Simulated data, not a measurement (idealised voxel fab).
Herein follows the process module entitled voxel transistor to metal.
In the cross-section labelled cut, the width is 200 nm and each square cell is 5 nm.
A cross-section in this document is a grid of square cells, and it is written down as bands, the top band listed before the ones below it; a band is made up of one or more rows of cells.
For a band, the entry starts with two heights in nm, that of the top and then that of the bottom, and carries on with the band's materials in order from left to right, each alongside its width in nm; the word "throughout" beside a single material means it fills the band edge to edge, and "air" means empty space.
The level at which height equals 0 is the one under which the wafer, as it arrives, is entirely one material. No lower edge exists for the bottom band, which continues downward and is notated as in "top 0, no bottom".
Read "30 to 40" as a graded width: first number on top, second number at the bottom, same change between each pair of neighbouring rows.
Any step labelled "stayed the same" changed none of the cells in the cross-section.
Any empty space of 8 cells or more lacking an open way to the top shows up in "Closed void entries" as width x height at distance, distance from the left edge, in nm.
Anything after a step's settings on that line? It's the simulator's own note about the step.
What "overlay nm" on a step's line means: if the step has a mask, that mask lay this far to the right of its planned place, or, when the value is negative, to the left.

PLANNED PROCESS STEPS
1,op RECEIVE | material Si
2,op CONFORMAL_DEP | material SiO2 | thk nm 5
3,op CONFORMAL_DEP | material SiN | thk nm 10
4,op MASKED_ETCH | tone cover | mask id ACTIVE | width nm 135 | etch materials SiN | depth nm 10 | overlay nm 0
5,op MASKED_ETCH | tone cover | mask id ACTIVE | width nm 135 | etch materials SiO2 | depth nm 5 | overlay nm 0
6,op MASKED_ETCH | tone cover | mask id ACTIVE | width nm 135 | etch materials Si | depth nm 35 | overlay nm 0
7,op OXIDIZE | depth nm 5
8,op FILL_DEP | material SiO2 | thk nm 10
9,op CMP | height nm 15
10,op SELECTIVE_ETCH | etch materials SiO2 | depth nm 5
11,op STRIP | etch materials SiN
12,op SELECTIVE_ETCH | etch materials SiO2 | depth nm 5
13,op OXIDIZE | depth nm 5
14,op DIRECTIONAL_DEP | material polySi | thk nm 30
15,op DIRECTIONAL_DEP | material SiCN | thk nm 15
16,op DIRECTIONAL_DEP | material aC | thk nm 15
17,op PATTERN | tone cover | mask id GATE | material resist | width nm 35 | thk nm 35 | overlay nm 0
18,op DIRECTIONAL_ETCH | etch materials aC | depth nm 15
19,op STRIP | etch materials resist
20,op DIRECTIONAL_ETCH | etch materials SiCN | depth nm 25
21,op DIRECTIONAL_ETCH | etch materials polySi | depth nm 40
22,op STRIP | etch materials aC
23,op CONFORMAL_DEP | material SiO2 | thk nm 5
24,op DIRECTIONAL_ETCH | etch materials SiO2 | depth nm 5
25,op CONFORMAL_DEP | material SiN | thk nm 10
26,op DIRECTIONAL_ETCH | etch materials SiN | depth nm 10
27,op DIRECTIONAL_ETCH | etch materials SiO2 | depth nm 5
28,op DIRECTIONAL_ETCH | etch materials Si | depth nm 5
29,op EPI | material pSi | thk nm 5
30,op FILL_DEP | material SiO2 | thk nm 5
31,op CMP | height nm 30
32,op STRIP | etch materials polySi
33,op SELECTIVE_ETCH | etch materials SiO2 | depth nm 5
34,op CONFORMAL_DEP | material HfO2 | thk nm 5
35,op CONFORMAL_DEP | material TiN | thk nm 5
36,op FILL_DEP | material W | thk nm 5
37,op CMP | height nm 25
38,op DIRECTIONAL_DEP | material SiO2 | thk nm 10
39,op PATTERN | tone open | mask id CONTACT | material resist | width nm 20 | pitch nm 95 | thk nm 15 | overlay nm 0
40,op DIRECTIONAL_ETCH | etch materials SiO2 | depth nm 40
41,op STRIP | etch materials resist
42,op CONFORMAL_DEP | material TiN | thk nm 5
43,op FILL_DEP | material W | thk nm 10
44,op CMP | height nm 35
45,op DIRECTIONAL_DEP | material TiN | thk nm 5
46,op DIRECTIONAL_DEP | material Ru | thk nm 15
47,op MASKED_ETCH | tone cover | mask id METAL_1 | width nm 20 | pitch nm 95 | etch materials Ru | depth nm 15 | overlay nm 0
48,op MASKED_ETCH | tone cover | mask id METAL_1 | width nm 20 | pitch nm 95 | etch materials TiN | depth nm 5 | overlay nm 0
49,op CONFORMAL_DEP | material SiN | thk nm 5
50,op FILL_DEP | material lowk | thk nm 5
51,op CMP | height nm 55
52,op CONFORMAL_DEP | material SiCN | thk nm 5

CROSS-SECTION OF THE WAFER AT RECEIPT, WHICH IS THE CONDITION AFTER STEP 1
* top 0, no bottom  Si throughout
* Closed void entries: none

WAFER CROSS-SECTION AT END OF MODULE: START AND PLAN AS SHOWN ABOVE, ONE EXECUTION ERROR
* top 60, bottom 55  SiCN throughout
* top 55, bottom 45  lowk: 45, then SiN: 5, then Ru: 20, then SiN: 5, then lowk: 65, then SiN: 5, then Ru: 20, then SiN: 5, then lowk: 30
* top 45, bottom 40  lowk: 35, then SiN: 15, then Ru: 20, then SiN: 5, then lowk: 55, then SiN: 15, then Ru: 20, then SiN: 5, then lowk: 30
* top 40, bottom 35  SiN: 40, then TiN: 30, then SiN: 65, then TiN: 30, then SiN: 35
* top 35, bottom 25  SiO2: 40, then TiN: 5, then W: 10, then TiN: 5, then SiO2: 75, then TiN: 5, then W: 10, then TiN: 5, then SiO2: 45
* top 25, bottom 5  SiO2: 40, then TiN: 5, then W: 10, then TiN: 5, then SiO2: 5, then SiN: 10, then HfO2: 5, then TiN: 5, then W: 25, then TiN: 5, then HfO2: 5, then SiN: 10, then SiO2: 5, then TiN: 5, then W: 10, then TiN: 5, then SiO2: 45
* top 5, bottom 0  SiO2: 30, then SiN: 10, then TiN: 10, then W: 5, then TiN: 5, then SiO2: 5, then SiN: 10, then HfO2: 5, then TiN: 35, then HfO2: 5, then SiN: 10, then SiO2: 5, then TiN: 5, then W: 5, then TiN: 10, then SiN: 10, then SiO2: 35
* top 0, bottom -5  SiO2: 40, then pSi: 5, then TiN: 15, then pSi: 5, then SiO2: 10, then HfO2: 45, then SiO2: 10, then pSi: 5, then TiN: 15, then pSi: 5, then SiO2: 45
* top -5, bottom -10  SiO2: 35, then Si: 5, then pSi: 25, then Si: 65, then pSi: 25, then Si: 5, then SiO2: 40
* top -10, bottom -40  SiO2: 35, then Si: 125, then SiO2: 40
* top -40, no bottom  Si throughout
* Closed void entries: none
Against the plan, the run slipped here: it should be noted that step 47 was executed with settings other than those planned, the operation and settings actually applied being op MASKED_ETCH | tone cover | mask id METAL_1 | width nm 20 | pitch nm 95 | etch materials Ru | depth nm 15 | overlay nm 10
